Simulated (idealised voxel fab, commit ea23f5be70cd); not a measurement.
Process module, titled voxel capacitor over wiring
The width of the displayed cross-section, cut, is 210 nm; its cells are square, with a size of 5 nm.
Cross-section spec: square-cell grid; bands listed top down; each band is one or more rows.
A band entry consists of two parts. The first gives the height of the band's top and the height of its bottom, in nm. The rest lists the band's materials from left to right, each with its width in nm. A single material labelled with the word "throughout" fills the band from edge to edge, and the word "blank" marks empty space.
Ref level 0: as-received wafer is one material below here. Bottom band extends down with no lower bound ("0 and below").
The expression "30..40" gives the width at the extremes of the band, the first number at its top row of cells and the second at its bottom row, with the width changing by equal amounts from each row to the next in between.
It should be understood that the words "nothing changed", when stated for a given step, signify that the cross-section underwent no change in any of its cells during that step.
You'll see "Internal closed voids" listing empty spaces that have no way open to the top, as long as they're 8 cells or more; the notation is width x height at distance, where the distance is from the left edge, and all of it is in nm.
It should be noted that, on the line of a given step, the content following the step's settings is a remark produced by the simulator itself with respect to that step.
You can add "overlay nm" to a step's line. For a step with a mask, it describes how far the mask lay to the right of its planned position, and a negative number describes a lay to the left.
The process steps that were planned are listed below:
1) RECEIVE: material Si
2) CONFORMAL_DEP: material SiO2, thk nm 10
3) CONFORMAL_DEP: material SiCN, thk nm 5
4) DIRECTIONAL_DEP: material SiO2, thk nm 25
5) PATTERN: tone open, mask id METAL_1, material resist, width nm 25, pitch nm 80, thk nm 20, overlay nm 0
6) DIRECTIONAL_ETCH: etch materials SiO2, depth nm 25
7) DIRECTIONAL_ETCH: etch materials SiCN, depth nm 5
8) STRIP: etch materials resist
9) CONFORMAL_DEP: material TiN, thk nm 5
10) FILL_DEP: material Ru, thk nm 10
11) CMP: height nm 40
12) CONFORMAL_DEP: material SiCN, thk nm 5
13) DIRECTIONAL_DEP: material lowk, thk nm 15
14) PATTERN: tone open, mask id PLUG_1, material resist, width nm 15, thk nm 15, overlay nm 0
15) DIRECTIONAL_ETCH: etch materials lowk, depth nm 15
16) DIRECTIONAL_ETCH: etch materials SiCN, depth nm 5
17) STRIP: etch materials resist
18) EPI: material Ru, thk nm 10
19) EPI: material Ru, thk nm 10
20) DIRECTIONAL_DEP: material TiN, thk nm 10
21) DIRECTIONAL_DEP: material Al2O3, thk nm 5
22) DIRECTIONAL_DEP: material TiN, thk nm 10
23) DIRECTIONAL_DEP: material aC, thk nm 10
24) PATTERN: tone cover, mask id UPPER_PLATE, material resist, width nm 60, thk nm 25, overlay nm 0
25) DIRECTIONAL_ETCH: etch materials aC, depth nm 10
26) STRIP: etch materials resist
27) DIRECTIONAL_ETCH: etch materials TiN, depth nm 10
28) DIRECTIONAL_ETCH: etch materials Al2O3, depth nm 5
29) STRIP: etch materials aC
30) DIRECTIONAL_DEP: material aC, thk nm 15
31) PATTERN: tone cover, mask id LOWER_PLATE, material resist, width nm 70, thk nm 30, overlay nm 0
32) DIRECTIONAL_ETCH: etch materials aC, depth nm 15
33) STRIP: etch materials resist
34) DIRECTIONAL_ETCH: etch materials TiN, depth nm 10
35) STRIP: etch materials aC
36) FILL_DEP: material SiO2, thk nm 15
37) CMP: height nm 95
38) DIRECTIONAL_DEP: material aC, thk nm 10
39) PATTERN: tone open, mask id PLUG_2, material resist, width nm 15, thk nm 25, overlay nm 0
40) DIRECTIONAL_ETCH: etch materials aC, depth nm 10
41) STRIP: etch materials resist
42) DIRECTIONAL_ETCH: etch materials SiO2, depth nm 10
43) STRIP: etch materials aC
44) CONFORMAL_DEP: material TiN, thk nm 5
45) FILL_DEP: material Cu, thk nm 5
46) CMP: height nm 95
47) CONFORMAL_DEP: material SiN, thk nm 5
Incoming wafer, cross-sectional view, post step 1:
	0 and below | Si throughout
	Internal closed voids: none
One mistake in running the module, otherwise start and plan as above: cross-section at the end:
	100 down to 95 | SiN throughout
	95 down to 85 | 60 of SiO2 / 25 of TiN / 125 of SiO2
	85 down to 80 | 60 of SiO2 / 25 of Al2O3 / 35 of TiN / 90 of SiO2
	80 down to 75 | 55 of SiO2 / 65 of TiN / 90 of SiO2
	75 down to 70 | 55 of SiO2 / 30 of TiN / 35 of Al2O3 / 90 of SiO2
	70 down to 60 | 50 of SiO2 / 35 of Ru / 40 of TiN / 85 of SiO2
	60 down to 45 | 60 of lowk / 15 of Ru / 135 of lowk
	45 down to 40 | 60 of SiCN / 15 of Ru / 135 of SiCN
	40 down to 15 | 50 of SiO2 / 5 of TiN / 15 of Ru / 5 of TiN / 55 of SiO2 / 5 of TiN / 15 of Ru / 5 of TiN / 55 of SiO2
	15 down to 10 | 50 of SiCN / 25 of TiN / 55 of SiCN / 25 of TiN / 55 of SiCN
	10 down to 0 | SiO2 throughout
	0 and below | Si throughout
	Internal closed voids: none
Plan not followed: which of the identical steps 18 and 19 was run twice cannot be determined, only that one of them was
